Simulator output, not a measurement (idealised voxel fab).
The following is a process module called voxel lift off.
The cross-section shown here is cut; it is 295 nm wide and divided into square cells measuring 5 nm on a side.
If you're reading a cross-section in this doc, picture square cells in a grid; it comes to you as bands, top ones listed first down to the bottom, and a band can be one or more rows of cells. The entry gives the band's vertical extent as a top height and a bottom height in nm, then its horizontal make-up as materials from left to right, each with a width in nm. "empty" stands for empty space; a single material marked "throughout" fills the band edge to edge. Height reference: 0 = level under which incoming wafer is all one material. Lowest band: no bottom, runs on downward, e.g. "0 nm and below". Per-row width for "30 to 40": begins at first number (top row of band), ends at second number (bottom row), increment between rows held constant. The designation "all unchanged", where it is given for a processing step, indicates that no cell of the cross-section was altered in the course of that step. For the entry "Sealed voids", the listed items are empty spaces with no open way to the top whose size is 8 cells or more; each item follows the pattern width x height at distance, where distance is from the left edge and all three are in nm. That trailing text on a step's line, after the settings, is the simulator's own remark on the step. overlay nm: mask offset rightward from planned place, masked step; negative means leftward offset.
Plan
| 1 | RECEIVE (material Si) |
| 2 | CONFORMAL_DEP (material SiN; thk nm 10) |
| 3 | PATTERN (tone open; mask id LINES; material resist; width nm 25; pitch nm 50; thk nm 30; overlay nm 0) |
| 4 | DIRECTIONAL_DEP (material Ru; thk nm 15) |
| 5 | STRIP (etch materials resist) |
| 6 | CONFORMAL_DEP (material SiN; thk nm 5) |
As received, after step 1
  0 nm and below  Si throughout
  Sealed voids: none
Cross-sectional image of the first of two wafers at the end of the module, the run having proceeded as planned
  30 nm to 25 nm  empty (80) / SiN (35) / empty (15) / SiN (35) / empty (15) / SiN (35) / empty (80)
  25 nm to 15 nm  empty (80) / SiN (5) / Ru (25) / SiN (5) / empty (15) / SiN (5) / Ru (25) / SiN (5) / empty (15) / SiN (5) / Ru (25) / SiN (5) / empty (80)
  15 nm to 10 nm  SiN (85) / Ru (25) / SiN (25) / Ru (25) / SiN (25) / Ru (25) / SiN (85)
  10 nm to 0 nm  SiN throughout
  0 nm and below  Si throughout
  Sealed voids: none
Second of two wafers, module complete, sectioned: it shares the first wafer's start and plan but was run with one mistake
  30 nm to 25 nm  SiN (90) / empty (15) / SiN (35) / empty (15) / SiN (35) / empty (15) / SiN (90)
  25 nm to 15 nm  Ru (85) / SiN (5) / empty (15) / SiN (5) / Ru (25) / SiN (5) / empty (15) / SiN (5) / Ru (25) / SiN (5) / empty (15) / SiN (5) / Ru (85)
  15 nm to 10 nm  Ru (85) / SiN (25) / Ru (25) / SiN (25) / Ru (25) / SiN (25) / Ru (85)
  10 nm to 0 nm  SiN throughout
  0 nm and below  Si throughout
  Sealed voids: none
Error vs. plan: step 3 was run on a setting that differed from the plan, and what really ran there is PATTERN (tone cover; mask id LINES; material resist; width nm 25; pitch nm 50; thk nm 30; overlay nm 0)
Cell-count delta at end, second wafer over first, by material: Ru: 87 more
